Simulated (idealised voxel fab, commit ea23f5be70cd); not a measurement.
A process module follows: voxel self aligned vias.
In the cross-section labelled cut, the width is 245 nm and each square cell is 5 nm.
Notation: cross-section as square-cell grid; stated in bands, top first, going down; one or more cell rows per band.
In this notation a band is specified by the heights of its top and bottom, in that order and in nm, after which its materials appear from left to right, each paired with its width in nm. The word "everywhere" attached to a single material means that material fills the band from edge to edge; the word "empty" stands for empty space.
Where do heights start? At 0: under that level the wafer as delivered is made of one material only. And the lowest band has no floor; it just carries on downward, as in "0 down".
A two-number width, for instance "30->40", indicates that the width is equal to the first number in the top row of the band and to the second number in the bottom row, and that it changes by a constant amount per row of cells.
Take "remains unaltered" at face value: in the step it is given for, the cross-section changed in none of its cells.
Empty spaces without an open route to the top, at least 8 cells in extent, make up the entry "Fully closed voids"; each is given as width x height at distance, where the distance is measured from the left edge, and all are in nm.
That trailing text on a step's line, after the settings, is the simulator's own remark on the step.
overlay nm: step with mask; distance mask lay right of planned place; negative value = left of planned place.
## Here's what the planned process steps look like
1. RECEIVE [material Si]
2. CONFORMAL_DEP [material SiO2] [thk nm 10]
3. CONFORMAL_DEP [material SiCN] [thk nm 5]
4. DIRECTIONAL_DEP [material lowk] [thk nm 25]
5. MASKED_ETCH [tone open] [mask id LINES] [width nm 25] [pitch nm 75] [etch materials lowk] [depth nm 25] [overlay nm 0]
6. CONFORMAL_DEP [material TiN] [thk nm 5]
7. FILL_DEP [material Ru] [thk nm 10]
8. CMP [height nm 40]
9. SELECTIVE_ETCH [etch materials W Ru TiN] [depth nm 5]
10. FILL_DEP [material SiN] [thk nm 5]
11. CMP [height nm 40]
12. DIRECTIONAL_DEP [material lowk] [thk nm 15]
13. DIRECTIONAL_DEP [material aC] [thk nm 10]
14. PATTERN [tone open] [mask id VIAS] [material resist] [width nm 45] [thk nm 25] [overlay nm 0]
15. DIRECTIONAL_ETCH [etch materials aC] [depth nm 10]
16. STRIP [etch materials resist]
17. DIRECTIONAL_ETCH [etch materials lowk] [depth nm 15]
18. DIRECTIONAL_ETCH [etch materials SiN] [depth nm 5]
19. STRIP [etch materials aC]
20. CONFORMAL_DEP [material TiN] [thk nm 5]
21. FILL_DEP [material Ru] [thk nm 10]
22. CMP [height nm 55]
23. CONFORMAL_DEP [material SiCN] [thk nm 5]
## Cross-section, incoming material, after step 1
0 down  Si everywhere
Fully closed voids: none
## As-planned run: cross-section of the first of two wafers at end of module
60 to 55  SiCN everywhere
55 to 45  lowk 60 | TiN 5 | Ru 35 | TiN 5 | lowk 140
45 to 40  lowk 60 | TiN 15 | Ru 15 | TiN 15 | lowk 140
40 to 35  lowk 70 | TiN 25 | lowk 50 | SiN 25 | lowk 75
35 to 20  lowk 70 | TiN 5 | Ru 15 | TiN 5 | lowk 50 | TiN 5 | Ru 15 | TiN 5 | lowk 75
20 to 15  lowk 70 | TiN 25 | lowk 50 | TiN 25 | lowk 75
15 to 10  SiCN everywhere
10 to 0  SiO2 everywhere
0 down  Si everywhere
Fully closed voids: none
## Wafer two, sectioned after the module: the first wafer's start, the first wafer's plan, and one mistake in how it was run
60 to 55  SiCN everywhere
55 to 40  lowk 60 | TiN 5 | Ru 35 | TiN 5 | lowk 140
40 to 35  SiN 60 | TiN 45 | SiN 140
35 to 30  TiN 75 | Ru 15 | TiN 60 | Ru 15 | TiN 80
30 to 20  lowk 70 | TiN 5 | Ru 15 | TiN 5 | lowk 50 | TiN 5 | Ru 15 | TiN 5 | lowk 75
20 to 15  lowk 70 | TiN 25 | lowk 50 | TiN 25 | lowk 75
15 to 10  SiCN everywhere
10 to 0  SiO2 everywhere
0 down  Si everywhere
Fully closed voids: none
Want to know what went wrong? step 4 ran differently from the plan; actual operation with settings: DIRECTIONAL_DEP [material lowk] [thk nm 15]
In the final state, the cell counts of the second wafer exceed or fall short of those of the first for the following materials: Ru +4, SiN +35, TiN +39, lowk -78
